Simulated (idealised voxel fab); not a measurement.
Process module in this document: voxel released beams
Cross-section cut spans 145 nm and uses square cells 5 nm in size.
Cross-sections here: square-cell grids, written as top-down lists of bands, a band being one or more rows of cells. Quick guide to a band line: top height, bottom height (nm) up front; then every material left to right with its width in nm. Only one material and it's marked "throughout"? Then it fills the band edge to edge. And "empty" just means empty space. Heights are reckoned from 0. Under this level, the received wafer is all of one material. The bottommost band is open-ended downward, for example "0 down". Note: "30 to 40" means the width goes from the first number (top row of the band) to the second number (bottom row) in equal steps per row of cells. Where the words "remains unaltered" appear for a step, the cross-section shows no cell changed by that step; every cell remained as before. Heads up: "Sealed internal voids" only lists the empty pockets with no open path to the top that are 8 cells or more, and it writes them as width x height at distance, distance from the left edge, in nm. Note: text after step settings on the step line = simulator remark on that step. overlay nm: mask offset rightward from planned place, masked step; negative means leftward offset.

Set out below are the planned steps of the process
1) RECEIVE (material Si)
2) CONFORMAL_DEP (material Al2O3; thk nm 5)
3) DIRECTIONAL_DEP (material SiO2; thk nm 20)
4) MASKED_ETCH (tone open; mask id ANCHOR; width nm 45; etch materials SiO2; depth nm 20; overlay nm 0)
5) CONFORMAL_DEP (material polySi; thk nm 15)
6) MASKED_ETCH (tone cover; mask id BEAM; width nm 90; etch materials polySi; depth nm 15; overlay nm 0)
7) STRIP (etch materials SiO2)

First of two wafers - as planned

Step 1 complete: cross-section of the wafer as received
    0 down | Si throughout
    Sealed internal voids: none

How the wafer stands in section after step 2
    5 to 0 | Al2O3 throughout
    Under the height 0 nothing was changed.

How the wafer stands in section after step 3
    25 to 5 | SiO2 throughout
    Under the height 5 nothing was changed.

How the wafer stands in section after step 4
    25 to 5 | SiO2: 30; empty: 45; SiO2: 70
    Under the height 5 nothing was changed.

How the wafer stands in section after step 5
    40 to 25 | polySi: 45; empty: 15; polySi: 85
    25 to 20 | SiO2: 30; polySi: 15; empty: 15; polySi: 15; SiO2: 70
    20 to 5 | SiO2: 30; polySi: 45; SiO2: 70
    Under the height 5 nothing was changed.

How the wafer stands in section after step 6
    40 to 25 | empty: 25; polySi: 20; empty: 15; polySi: 55; empty: 30
    Under the height 25 nothing was changed.

How the wafer stands in section after step 7
    40 to 25 | empty: 25; polySi: 20; empty: 15; polySi: 55; empty: 30
    25 to 20 | empty: 30; polySi: 15; empty: 15; polySi: 15; empty: 70
    20 to 5 | empty: 30; polySi: 45; empty: 70
    Under the height 5 nothing was changed.

Regarding the second of the two wafers: it shared the first wafer's starting condition and process plan, yet one error occurred during its execution. Its history coincides with that of the first wafer up to and including step 1

The second wafer in cross-section, at the planned close of step 2
    20 to 0 | SiO2 throughout
    Under the height 0 nothing was changed.

The second wafer in cross-section, at the planned close of step 3
    25 to 20 | Al2O3 throughout
    Under the height 20 nothing was changed.

The second wafer in cross-section, at the planned close of step 4: remains unaltered

The second wafer in cross-section, at the planned close of step 5
    40 to 25 | polySi throughout
    Under the height 25 nothing was changed.

The second wafer in cross-section, at the planned close of step 6
    40 to 25 | empty: 25; polySi: 90; empty: 30
    Under the height 25 nothing was changed.

The second wafer in cross-section, at the planned close of step 7: remains unaltered
what went wrong: sequence error: steps 2 and 3 interchanged
It is noted that, at the conclusion of processing, the second wafer exhibits a higher or lower cell count for certain materials relative to the first: 116 more of SiO2 | 24 fewer of polySi
